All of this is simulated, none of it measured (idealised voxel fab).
Name of the process module below: voxel air gaps
Section cut is 185 nm wide and gridded with 5 nm square cells.
Heads up, the way a cross-section reads in here is a grid of square cells, handed over as bands from the top down, with every band being one or more rows of cells.
What a band's entry tells you: where the top is and where the bottom is, as heights in nm, and after that what lies inside, material by material from left to right, each with its width in nm. Empty space is written as the word "blank", and a single material marked with the word "edge to edge" occupies the band from edge to edge.
Counting heights begins at 0, where everything beneath is, in the wafer as received, one material. The lowest band has no bottom; it goes on downwards, as "0..down" shows.
The width entry "30 to 40" should be interpreted row by row: the top row of cells in the band takes the first number, the bottom row takes the second number, and the change between adjacent rows is uniform throughout.
For the purposes of this document, the phrase "no modification" attached to a step denotes that no cell within the cross-section was modified by that step.
Any empty space of 8 cells or more lacking an open way to the top shows up in "Closed void entries" as width x height at distance, distance from the left edge, in nm.
What comes after the settings on a step's line is commentary from the simulator itself on that step.
Regarding "overlay nm": on a step with a mask, it is the distance the mask lay to the right of its planned place; a negative value places it to the left.
The planned process steps are enumerated hereunder
| 1 | RECEIVE: material Si |
| 2 | CONFORMAL_DEP: material SiO2, thk nm 10 |
| 3 | CONFORMAL_DEP: material SiN, thk nm 5 |
| 4 | DIRECTIONAL_DEP: material lowk, thk nm 30 |
| 5 | PATTERN: tone open, mask id LINES, material resist, width nm 20, pitch nm 45, thk nm 15, overlay nm 0 |
| 6 | DIRECTIONAL_ETCH: etch materials lowk, depth nm 30 |
| 7 | STRIP: etch materials resist |
| 8 | CONFORMAL_DEP: material TiN, thk nm 5 |
| 9 | FILL_DEP: material W, thk nm 10 |
| 10 | CMP: height nm 45 |
| 11 | EPI: material Ru, thk nm 10 |
| 12 | SELECTIVE_ETCH: etch materials lowk, depth nm 40 |
| 13 | CONFORMAL_DEP: material SiN, thk nm 5 |
As-received wafer cross-section (after step 1)
> 0..down | Si edge to edge
> Closed void entries: none
End-of-module cross-section of the first of two wafers, processed as planned
> 60..55 | blank (20)  SiN (140)  blank (25)
> 55..45 | blank (20)  SiN (5)  Ru (40)  SiN (5)  Ru (40)  SiN (5)  Ru (40)  SiN (5)  blank (25)
> 45..40 | blank (20)  SiN (15)  TiN (5)  W (10)  TiN (5)  SiN (25)  TiN (5)  W (10)  TiN (5)  SiN (25)  TiN (5)  W (10)  TiN (5)  SiN (15)  blank (25)
> 40..20 | blank (30)  SiN (5)  TiN (5)  W (10)  TiN (5)  SiN (5)  blank (15)  SiN (5)  TiN (5)  W (10)  TiN (5)  SiN (5)  blank (15)  SiN (5)  TiN (5)  W (10)  TiN (5)  SiN (5)  blank (35)
> 20..15 | SiN (35)  TiN (20)  SiN (25)  TiN (20)  SiN (25)  TiN (20)  SiN (40)
> 15..10 | SiN edge to edge
> 10..0 | SiO2 edge to edge
> 0..down | Si edge to edge
> Closed void entries: 15 x 20 at 60; 15 x 20 at 105
Cross-section of the latter of the two wafers at module completion. It had an identical start and an identical plan to the former; in running it, one mistake was made
> 70..65 | blank (10)  SiN (160)  blank (15)
> 65..45 | blank (10)  SiN (5)  Ru (150)  SiN (5)  blank (15)
> 45..40 | blank (10)  SiN (25)  TiN (5)  W (10)  TiN (5)  lowk (25)  TiN (5)  W (10)  TiN (5)  lowk (25)  TiN (5)  W (10)  TiN (5)  SiN (25)  blank (15)
> 40..20 | blank (30)  SiN (5)  TiN (5)  W (10)  TiN (5)  lowk (25)  TiN (5)  W (10)  TiN (5)  lowk (25)  TiN (5)  W (10)  TiN (5)  SiN (5)  blank (35)
> 20..15 | SiN (35)  TiN (20)  lowk (25)  TiN (20)  lowk (25)  TiN (20)  SiN (40)
> 15..10 | SiN edge to edge
> 10..0 | SiO2 edge to edge
> 0..down | Si edge to edge
> Closed void entries: none
It is concluded that the wafer was processed incorrectly with respect to the plan, in that twice over, step 11 of the plan was run
Heads up, by the end the second wafer has more or fewer cells of some materials compared to the first: +72 Ru, -28 SiN, +60 lowk
Wafer, first: 2 closed voids at end. Wafer, second: 0.
